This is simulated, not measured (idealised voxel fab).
Documented hereafter: the process module known as voxel transistor to metal.
Square cell edge 5 nm, section width 205 nm, ID cut.
Cross-section format: a grid of square cells, given as bands from top to bottom; each band is one or more rows of cells. A band entry consists of two parts. The first gives the height of the band's top and the height of its bottom, in nm. The rest lists the band's materials from left to right, each with its width in nm. A single material labelled with the word "edge to edge" fills the band from edge to edge, and the word "empty" marks empty space. It should be noted that heights are counted from 0, beneath which the wafer as supplied is of one material throughout, and that the lowest band possesses no lower boundary but continues downward, as written in "0..down". Graded width ("30 to 40"): value in top row of band = first number; value in bottom row = second number; row-to-row change constant. A step reported as "nothing was modified" is a step in which no cell of the cross-section changed. Fully sealed voids: empty space of 8 cells or more with no open way to the top, each as width x height at its distance from the left edge, in nm. Where a step's line continues beyond its settings, the continuation is a remark by the simulator itself on that step. The setting "overlay nm" may be written on the line of a step. When the step uses a mask, the value reports how far to the right of the planned place the mask lay, and a negative value reports that it lay to the left.
Here's what the planned process steps look like:
1 RECEIVE,material Si
2 CONFORMAL_DEP,material SiO2,thk nm 5
3 CONFORMAL_DEP,material SiN,thk nm 15
4 PATTERN,tone cover,mask id ACTIVE,material resist,width nm 105,thk nm 20,overlay nm 0
5 DIRECTIONAL_ETCH,etch materials SiN,depth nm 15
6 DIRECTIONAL_ETCH,etch materials SiO2,depth nm 5
7 DIRECTIONAL_ETCH,etch materials Si,depth nm 30
8 STRIP,etch materials resist
9 OXIDIZE,depth nm 5
10 FILL_DEP,material SiO2,thk nm 15
11 CMP,height nm 20
12 SELECTIVE_ETCH,etch materials SiO2,depth nm 15
13 STRIP,etch materials SiN
14 SELECTIVE_ETCH,etch materials SiO2,depth nm 5
15 OXIDIZE,depth nm 5
16 DIRECTIONAL_DEP,material polySi,thk nm 25
17 DIRECTIONAL_DEP,material SiCN,thk nm 10
18 PATTERN,tone cover,mask id GATE,material resist,width nm 25,thk nm 15,overlay nm 0
19 DIRECTIONAL_ETCH,etch materials SiCN,depth nm 20
20 DIRECTIONAL_ETCH,etch materials polySi,depth nm 35
21 STRIP,etch materials resist
22 CONFORMAL_DEP,material SiN,thk nm 10
23 DIRECTIONAL_ETCH,etch materials SiN,depth nm 10
24 DIRECTIONAL_ETCH,etch materials SiO2,depth nm 5
25 EPI,material nSi,thk nm 5
26 FILL_DEP,material SiO2,thk nm 10
27 CMP,height nm 25
28 STRIP,etch materials polySi
29 SELECTIVE_ETCH,etch materials SiO2,depth nm 5
30 CONFORMAL_DEP,material HfO2,thk nm 5
31 CONFORMAL_DEP,material TiN,thk nm 5
32 FILL_DEP,material W,thk nm 10
33 CMP,height nm 20
34 DIRECTIONAL_DEP,material SiO2,thk nm 15
35 MASKED_ETCH,tone open,mask id CONTACT,width nm 15,pitch nm 80,etch materials SiO2,depth nm 35,overlay nm 0
36 CONFORMAL_DEP,material TiN,thk nm 5
37 FILL_DEP,material W,thk nm 5
38 CMP,height nm 35
39 DIRECTIONAL_DEP,material TiN,thk nm 5
40 DIRECTIONAL_DEP,material W,thk nm 15
41 DIRECTIONAL_DEP,material aC,thk nm 10
42 PATTERN,tone cover,mask id METAL_1,material resist,width nm 15,pitch nm 80,thk nm 25,overlay nm 0
43 DIRECTIONAL_ETCH,etch materials aC,depth nm 10
44 STRIP,etch materials resist
45 DIRECTIONAL_ETCH,etch materials W,depth nm 15
46 DIRECTIONAL_ETCH,etch materials TiN,depth nm 5
47 STRIP,etch materials aC
48 CONFORMAL_DEP,material SiCN,thk nm 5
49 FILL_DEP,material SiO2,thk nm 10
50 CMP,height nm 55
51 CONFORMAL_DEP,material SiCN,thk nm 5
52 DIRECTIONAL_DEP,material SiO2,thk nm 30
53 MASKED_ETCH,tone open,mask id METAL_2,width nm 15,pitch nm 80,etch materials SiO2,depth nm 20,overlay nm 0
54 DIRECTIONAL_DEP,material aC,thk nm 15
55 PATTERN,tone open,mask id METAL_2_HOLES,material resist,width nm 15,pitch nm 80,thk nm 35,overlay nm 0
56 DIRECTIONAL_ETCH,etch materials aC,depth nm 15
57 STRIP,etch materials resist
58 DIRECTIONAL_ETCH,etch materials SiO2,depth nm 10
59 DIRECTIONAL_ETCH,etch materials SiCN,depth nm 5
60 STRIP,etch materials aC
61 CONFORMAL_DEP,material TiN,thk nm 5
62 FILL_DEP,material Cu,thk nm 5
63 CMP,height nm 90
64 CONFORMAL_DEP,material SiCN,thk nm 5
Among the wafers covered here, the point of difference is the thk nm at step 36; their starting state is shared, and the plan presents the value of the first wafer.
First of several wafers (as received, post step 1), cross-sectional view:
    0..down: Si edge to edge
    Fully sealed voids: none
End of the module, past its last step, step 64: how the first of several wafers looks in cross-section:
    95..90: SiCN edge to edge
    90..60: SiO2=55  TiN=5  Cu=5  TiN=5  SiO2=65  TiN=5  Cu=5  TiN=5  SiO2=55
    60..55: SiCN=55  TiN=15  SiCN=65  TiN=15  SiCN=55
    55..40: SiO2=50  SiCN=5  W=15  SiCN=5  SiO2=55  SiCN=5  W=15  SiCN=5  SiO2=50
    40..35: SiCN=55  TiN=15  SiCN=65  TiN=15  SiCN=55
    35..20: SiO2=55  TiN=5  W=5  TiN=5  SiO2=65  TiN=5  W=5  TiN=5  SiO2=55
    20..5: SiO2=55  TiN=5  W=5  TiN=5  SiO2=10  SiN=10  HfO2=5  TiN=5  W=5  TiN=5  HfO2=5  SiN=10  SiO2=10  TiN=5  W=5  TiN=5  SiO2=55
    5..0: SiO2=55  TiN=15  SiO2=10  SiN=10  HfO2=5  TiN=15  HfO2=5  SiN=10  SiO2=10  TiN=15  SiO2=55
    0..-5: SiO2=50  nSi=30  SiO2=5  HfO2=35  SiO2=5  nSi=30  SiO2=50
    -5..-35: SiO2=55  Si=95  SiO2=55
    -35..down: Si edge to edge
    Fully sealed voids: none
Showing the last wafer in cross-section at the end of the module:
    95..90: SiCN edge to edge
    90..60: SiO2=55  TiN=5  Cu=5  TiN=5  SiO2=65  TiN=5  Cu=5  TiN=5  SiO2=55
    60..55: SiCN=55  TiN=15  SiCN=65  TiN=15  SiCN=55
    55..40: SiO2=50  SiCN=5  W=15  SiCN=5  SiO2=55  SiCN=5  W=15  SiCN=5  SiO2=50
    40..35: SiCN=55  TiN=15  SiCN=65  TiN=15  SiCN=55
    35..20: SiO2=55  TiN=15  SiO2=65  TiN=15  SiO2=55
    20..5: SiO2=55  TiN=15  SiO2=10  SiN=10  HfO2=5  TiN=5  W=5  TiN=5  HfO2=5  SiN=10  SiO2=10  TiN=15  SiO2=55
    5..0: SiO2=55  TiN=15  SiO2=10  SiN=10  HfO2=5  TiN=15  HfO2=5  SiN=10  SiO2=10  TiN=15  SiO2=55
    0..-5: SiO2=50  nSi=30  SiO2=5  HfO2=35  SiO2=5  nSi=30  SiO2=50
    -5..-35: SiO2=55  Si=95  SiO2=55
    -35..down: Si edge to edge
    Fully sealed voids: none
So in this table every wafer gets its own row, and what you see is where it stands at the end of the module: for each material, how many cells it picked up (+) or gave up (-) since we received it, and after that its closed voids:
thk nm 5, +12 Cu, +15 HfO2, -173 Si, +123 SiCN, +16 SiN, +666 SiO2, +75 TiN, +33 W, +12 nSi, Fully sealed voids: none
thk nm 10, +12 Cu, +15 HfO2, -173 Si, +123 SiCN, +16 SiN, +666 SiO2, +87 TiN, +21 W, +12 nSi, Fully sealed voids: none
thk nm 15, +12 Cu, +15 HfO2, -173 Si, +123 SiCN, +16 SiN, +666 SiO2, +87 TiN, +21 W, +12 nSi, Fully sealed voids: none
thk nm 20, +12 Cu, +15 HfO2, -173 Si, +123 SiCN, +16 SiN, +666 SiO2, +87 TiN, +21 W, +12 nSi, Fully sealed voids: none
